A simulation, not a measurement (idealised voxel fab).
Presented below is a process module, voxel tone inversion.
Shown is cross-section cut, with a width of 150 nm and square cells of size 5 nm.
How to read a cross-section here: the picture is a grid of square cells, written as bands going from the top down, and any band can span one or more rows of cells.
Within each band entry, the heights of the top and of the bottom of the band appear first, in that order and in nm; the materials of the band then follow from left to right, each with its corresponding width in nm. The designation "edge to edge" on a single material indicates that it fills the band from edge to edge; the designation "air" indicates empty space.
Measure heights from 0. That's the level where, below it, the as-received wafer is all one material. The lowest band is bottomless and extends downward; write it as in "z 0 and below".
Quick explanation for "30..40": the width changes in equal steps down the rows of cells, from the first number in the band's top row to the second number in its bottom row.
Any step labelled "changes: none" changed none of the cells in the cross-section.
"Closed voids list" lists enclosed empty spaces (at least 8 cells, no open path upward to the top), each as width x height at distance from the left edge, in nm.
On each step's line, the part that comes after the settings is the simulator's own comment on the step.
On any step carrying a mask, the "overlay nm" setting, if present on the step's line, tells how far right of its planned place the mask lay; negative values point to the left.
### So here's the lineup of process steps we planned
step 1: RECEIVE, material Si
step 2: CONFORMAL_DEP, material SiCN, thk nm 5
step 3: DIRECTIONAL_DEP, material polySi, thk nm 20
step 4: PATTERN, tone cover, mask id POSTS, material resist, width nm 15, pitch nm 30, thk nm 25, overlay nm 0
step 5: DIRECTIONAL_ETCH, etch materials polySi, depth nm 20
step 6: STRIP, etch materials resist
step 7: FILL_DEP, material lowk, thk nm 10
step 8: CMP, height nm 25
step 9: STRIP, etch materials polySi
step 10: CONFORMAL_DEP, material TiN, thk nm 5
step 11: FILL_DEP, material W, thk nm 5
step 12: CMP, height nm 25
step 13: CONFORMAL_DEP, material SiCN, thk nm 5
### Here's what the wafer looked like in cross-section when it arrived - that's after step 1
* z 0 and below  Si edge to edge
* Closed voids list: none
### Here's the cross-section of the first of our two wafers at the end of the module - it ran as planned
* z 30 to 25  SiCN edge to edge
* z 25 to 10  lowk=50; TiN=5; W=5; TiN=5; lowk=15; TiN=5; W=5; TiN=5; lowk=55
* z 10 to 5  lowk=50; TiN=15; lowk=15; TiN=15; lowk=55
* z 5 to 0  SiCN edge to edge
* z 0 and below  Si edge to edge
* Closed voids list: none
### Second of two wafers, module complete, sectioned: it shares the first wafer's start and plan but was run with one mistake
* z 30 to 25  SiCN edge to edge
* z 25 to 20  lowk edge to edge
* z 20 to 0  lowk=50; polySi=15; lowk=15; polySi=15; lowk=55
* z 0 and below  Si edge to edge
* Closed voids list: none
Here's what went sideways: step 2 of the plan did not run at all; it was left out
The final cell counts differ between the wafers, with the second having more or fewer of some materials than the first: -30 SiCN, -18 TiN, -6 W, +30 lowk, +24 polySi
